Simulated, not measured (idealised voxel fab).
The process module presented herein is designated voxel self aligned contacts.
Cross-section cut: width 235 nm, square cells of 5 nm.
In this document a cross-section is written as a grid of square cells. It is given as a series of bands, listed from the top down, and a band is one or more rows of cells.
It is stipulated that each band's entry specify, in nanometres, the height of the top of the band and then that of its bottom, followed by the materials of the band in left-to-right sequence, each together with its width in nanometres. A single material marked by the word "full width" is understood to fill the band from edge to edge; the word "air" is understood to denote empty space.
We count height from 0. Below that, the starting wafer is all one material. The lowest band never ends at the bottom but goes on down; see "from 0 down" for how that is written.
So if you see something like "30 to 40" for the width, read it as the top row of the band sitting at the first number and the bottom row at the second, with every row in between moving by the same amount as the last.
Any step labelled "no modifications" changed none of the cells in the cross-section.
Empty spaces counting at least 8 cells and having no open way to the top are listed in "Enclosed void inventory". The notation width x height at distance is used for each, the distance being from the left edge and all three values in nm.
If you see something after the settings on a step's line, that's the simulator's own remark about that step.
If you see "overlay nm" on a step's line and that step has a mask, it's telling you how far right of where it was planned the mask ended up; a negative number means it went left instead.

[The following list gives the planned process steps]
1 RECEIVE [material Si]
2 CONFORMAL_DEP [material SiO2] [thk nm 5]
3 DIRECTIONAL_DEP [material polySi] [thk nm 25]
4 DIRECTIONAL_DEP [material SiN] [thk nm 20]
5 PATTERN [tone cover] [mask id GATE] [material resist] [width nm 25] [pitch nm 55] [thk nm 15] [overlay nm 0]
6 DIRECTIONAL_ETCH [etch materials SiN] [depth nm 20]
7 DIRECTIONAL_ETCH [etch materials polySi] [depth nm 25]
8 STRIP [etch materials resist]
9 CONFORMAL_DEP [material SiN] [thk nm 5]
10 DIRECTIONAL_ETCH [etch materials SiN] [depth nm 5]
11 FILL_DEP [material SiO2] [thk nm 15]
12 CMP [height nm 55]
13 PATTERN [tone open] [mask id CONTACT] [material resist] [width nm 40] [pitch nm 55] [thk nm 20] [overlay nm 0]
14 DIRECTIONAL_ETCH [etch materials SiO2] [depth nm 55]
15 STRIP [etch materials resist]
16 CONFORMAL_DEP [material TiN] [thk nm 5]
17 FILL_DEP [material W] [thk nm 10]
18 CMP [height nm 55]
19 CONFORMAL_DEP [material SiN] [thk nm 5]

[First out of two wafers; run went to plan]

[Cross-section, incoming material, after step 1]
> from 0 down  Si full width
> Enclosed void inventory: none

[Cross-section of the wafer after step 2]
> from 5 to 0  SiO2 full width
> Beneath the level 0, the cross-section is identical to its previous state.

[Cross-section of the wafer after step 3]
> from 30 to 5  polySi full width
> Beneath the level 5, the cross-section is identical to its previous state.

[Cross-section of the wafer after step 4]
> from 50 to 30  SiN full width
> Beneath the level 30, the cross-section is identical to its previous state.

[Cross-section of the wafer after step 5]
> from 65 to 50  air=50; resist=25; air=30; resist=25; air=30; resist=25; air=50
> Beneath the level 50, the cross-section is identical to its previous state.

[Cross-section of the wafer after step 6]
> from 65 to 50  air=50; resist=25; air=30; resist=25; air=30; resist=25; air=50
> from 50 to 30  air=50; SiN=25; air=30; SiN=25; air=30; SiN=25; air=50
> Beneath the level 30, the cross-section is identical to its previous state.

[Cross-section of the wafer after step 7]
> from 65 to 50  air=50; resist=25; air=30; resist=25; air=30; resist=25; air=50
> from 50 to 30  air=50; SiN=25; air=30; SiN=25; air=30; SiN=25; air=50
> from 30 to 5  air=50; polySi=25; air=30; polySi=25; air=30; polySi=25; air=50
> Beneath the level 5, the cross-section is identical to its previous state.

[Cross-section of the wafer after step 8]
> from 50 to 30  air=50; SiN=25; air=30; SiN=25; air=30; SiN=25; air=50
> Beneath the level 30, the cross-section is identical to its previous state.

[Cross-section of the wafer after step 9]
> from 55 to 30  air=45; SiN=35; air=20; SiN=35; air=20; SiN=35; air=45
> from 30 to 10  air=45; SiN=5; polySi=25; SiN=5; air=20; SiN=5; polySi=25; SiN=5; air=20; SiN=5; polySi=25; SiN=5; air=45
> from 10 to 5  SiN=50; polySi=25; SiN=30; polySi=25; SiN=30; polySi=25; SiN=50
> Beneath the level 5, the cross-section is identical to its previous state.

[Cross-section of the wafer after step 10]
> from 50 to 30  air=45; SiN=35; air=20; SiN=35; air=20; SiN=35; air=45
> from 30 to 5  air=45; SiN=5; polySi=25; SiN=5; air=20; SiN=5; polySi=25; SiN=5; air=20; SiN=5; polySi=25; SiN=5; air=45
> Beneath the level 5, the cross-section is identical to its previous state.

[Cross-section of the wafer after step 11]
> from 65 to 50  SiO2 full width
> from 50 to 30  SiO2=45; SiN=35; SiO2=20; SiN=35; SiO2=20; SiN=35; SiO2=45
> from 30 to 5  SiO2=45; SiN=5; polySi=25; SiN=5; SiO2=20; SiN=5; polySi=25; SiN=5; SiO2=20; SiN=5; polySi=25; SiN=5; SiO2=45
> Beneath the level 5, the cross-section is identical to its previous state.

[Cross-section of the wafer after step 12]
> from 55 to 50  SiO2 full width
> Beneath the level 50, the cross-section is identical to its previous state.

[Cross-section of the wafer after step 13]
> from 75 to 55  resist=70; air=40; resist=15; air=40; resist=70
> Beneath the level 55, the cross-section is identical to its previous state.

[Cross-section of the wafer after step 14]
> from 75 to 55  resist=70; air=40; resist=15; air=40; resist=70
> from 55 to 50  SiO2=70; air=40; SiO2=15; air=40; SiO2=70
> from 50 to 30  SiO2=45; SiN=35; air=20; SiN=35; air=20; SiN=35; SiO2=45
> from 30 to 5  SiO2=45; SiN=5; polySi=25; SiN=5; air=20; SiN=5; polySi=25; SiN=5; air=20; SiN=5; polySi=25; SiN=5; SiO2=45
> from 5 to 0  SiO2=80; air=20; SiO2=35; air=20; SiO2=80
> Beneath the level 0, the cross-section is identical to its previous state.

[Cross-section of the wafer after step 15]
> from 55 to 50  SiO2=70; air=40; SiO2=15; air=40; SiO2=70
> Beneath the level 50, the cross-section is identical to its previous state.

[Cross-section of the wafer after step 16]
> from 60 to 55  TiN=75; air=30; TiN=25; air=30; TiN=75
> from 55 to 50  SiO2=70; TiN=15; air=10; TiN=15; SiO2=15; TiN=15; air=10; TiN=15; SiO2=70
> from 50 to 30  SiO2=45; SiN=35; TiN=5; air=10; TiN=5; SiN=35; TiN=5; air=10; TiN=5; SiN=35; SiO2=45
> from 30 to 5  SiO2=45; SiN=5; polySi=25; SiN=5; TiN=5; air=10; TiN=5; SiN=5; polySi=25; SiN=5; TiN=5; air=10; TiN=5; SiN=5; polySi=25; SiN=5; SiO2=45
> from 5 to 0  SiO2=80; TiN=20; SiO2=35; TiN=20; SiO2=80
> Beneath the level 0, the cross-section is identical to its previous state.

[Cross-section of the wafer after step 17]
> from 70 to 60  W full width
> from 60 to 55  TiN=75; W=30; TiN=25; W=30; TiN=75
> from 55 to 50  SiO2=70; TiN=15; W=10; TiN=15; SiO2=15; TiN=15; W=10; TiN=15; SiO2=70
> from 50 to 30  SiO2=45; SiN=35; TiN=5; W=10; TiN=5; SiN=35; TiN=5; W=10; TiN=5; SiN=35; SiO2=45
> from 30 to 5  SiO2=45; SiN=5; polySi=25; SiN=5; TiN=5; W=10; TiN=5; SiN=5; polySi=25; SiN=5; TiN=5; W=10; TiN=5; SiN=5; polySi=25; SiN=5; SiO2=45
> Beneath the level 5, the cross-section is identical to its previous state.

[Cross-section of the wafer after step 18]
> from 55 to 50  SiO2=70; TiN=15; W=10; TiN=15; SiO2=15; TiN=15; W=10; TiN=15; SiO2=70
> Beneath the level 50, the cross-section is identical to its previous state.

[Cross-section of the wafer after step 19]
> from 60 to 55  SiN full width
> Beneath the level 55, the cross-section is identical to its previous state.

[Wafer two of the pair: same origin, same plan, one error during the run; identical to wafer one up to and including step 16]

[Cross-section of the second wafer corresponding to the planned conclusion of step 17]
> from 70 to 60  SiO2 full width
> from 60 to 55  TiN=75; SiO2=30; TiN=25; SiO2=30; TiN=75
> from 55 to 50  SiO2=70; TiN=15; SiO2=10; TiN=15; SiO2=15; TiN=15; SiO2=10; TiN=15; SiO2=70
> from 50 to 30  SiO2=45; SiN=35; TiN=5; SiO2=10; TiN=5; SiN=35; TiN=5; SiO2=10; TiN=5; SiN=35; SiO2=45
> from 30 to 5  SiO2=45; SiN=5; polySi=25; SiN=5; TiN=5; SiO2=10; TiN=5; SiN=5; polySi=25; SiN=5; TiN=5; SiO2=10; TiN=5; SiN=5; polySi=25; SiN=5; SiO2=45
> Beneath the level 5, the cross-section is identical to its previous state.

[Cross-section of the second wafer corresponding to the planned conclusion of step 18]
> from 55 to 50  SiO2=70; TiN=15; SiO2=10; TiN=15; SiO2=15; TiN=15; SiO2=10; TiN=15; SiO2=70
> Beneath the level 50, the cross-section is identical to its previous state.

[Cross-section of the second wafer corresponding to the planned conclusion of step 19]
> from 60 to 55  SiN full width
> Beneath the level 55, the cross-section is identical to its previous state.
Deviation from plan: it should be noted that step 17 was executed with settings other than those planned, the operation and settings actually applied being FILL_DEP [material SiO2] [thk nm 10]
Wafer comparison, final, in cells, second relative to first, materials more or fewer: 40 more of SiO2 | 40 fewer of W
